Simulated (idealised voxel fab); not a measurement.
The document below concerns the process module designated voxel tone inversion.
FYI the section here is cut, 165 nm wide, cells are 5 nm squares.
A cross-section in this document is a grid of square cells, and it is written down as bands, the top band listed before the ones below it; a band is made up of one or more rows of cells.
Top height, bottom height, nm. Materials left to right, width each, nm. Single material + "all across" = fills band edge to edge. "air" = empty.
The reference from which all heights are counted is 0, the level beneath which the as-received wafer is entirely one material; the lowest band, having no lower bound, proceeds downward and is written after the example "top 0, no bottom".
A width such as "30 to 40" changes by the same amount from each row of cells to the next, from the band's top row to its bottom row.
When a step is marked "no modification", none of the cells in the cross-section changed during that step.
What "Enclosed void list" gives you is every empty space of 8 cells or more that is cut off from the top. Each appears as width x height at distance, with the distance taken from the left edge and width, height and distance all in nm.
after a step's settings: what the simulator itself notes on the step
"overlay nm", when on a step's line for a step with a mask, measures how far to the right of its planned place the mask lay; a negative measure means to the left.
### This section lists the process steps that were planned
1: RECEIVE: material Si
2: CONFORMAL_DEP: material SiN, thk nm 5
3: DIRECTIONAL_DEP: material polySi, thk nm 20
4: PATTERN: tone cover, mask id POSTS, material resist, width nm 20, pitch nm 35, thk nm 25, overlay nm 0
5: DIRECTIONAL_ETCH: etch materials polySi, depth nm 20
6: STRIP: etch materials resist
7: FILL_DEP: material lowk, thk nm 10
8: CMP: height nm 25
9: STRIP: etch materials polySi
### Wafer cross-section on receipt, i.e. after step 1
top 0, no bottom  Si all across
Enclosed void list: none
### Post-module cross-section: identical start and plan to those above, one misstep in execution
top 25, bottom 5  25 nm lowk, then 20 nm air, then 15 nm lowk, then 20 nm air, then 15 nm lowk, then 20 nm air, then 15 nm lowk, then 20 nm air, then 15 nm lowk
top 5, bottom 0  SiN all across
top 0, no bottom  Si all across
Enclosed void list: none
What was the processing mistake? step 4 off recipe, ran as PATTERN: tone cover, mask id POSTS, material resist, width nm 20, pitch nm 35, thk nm 25, overlay nm 5
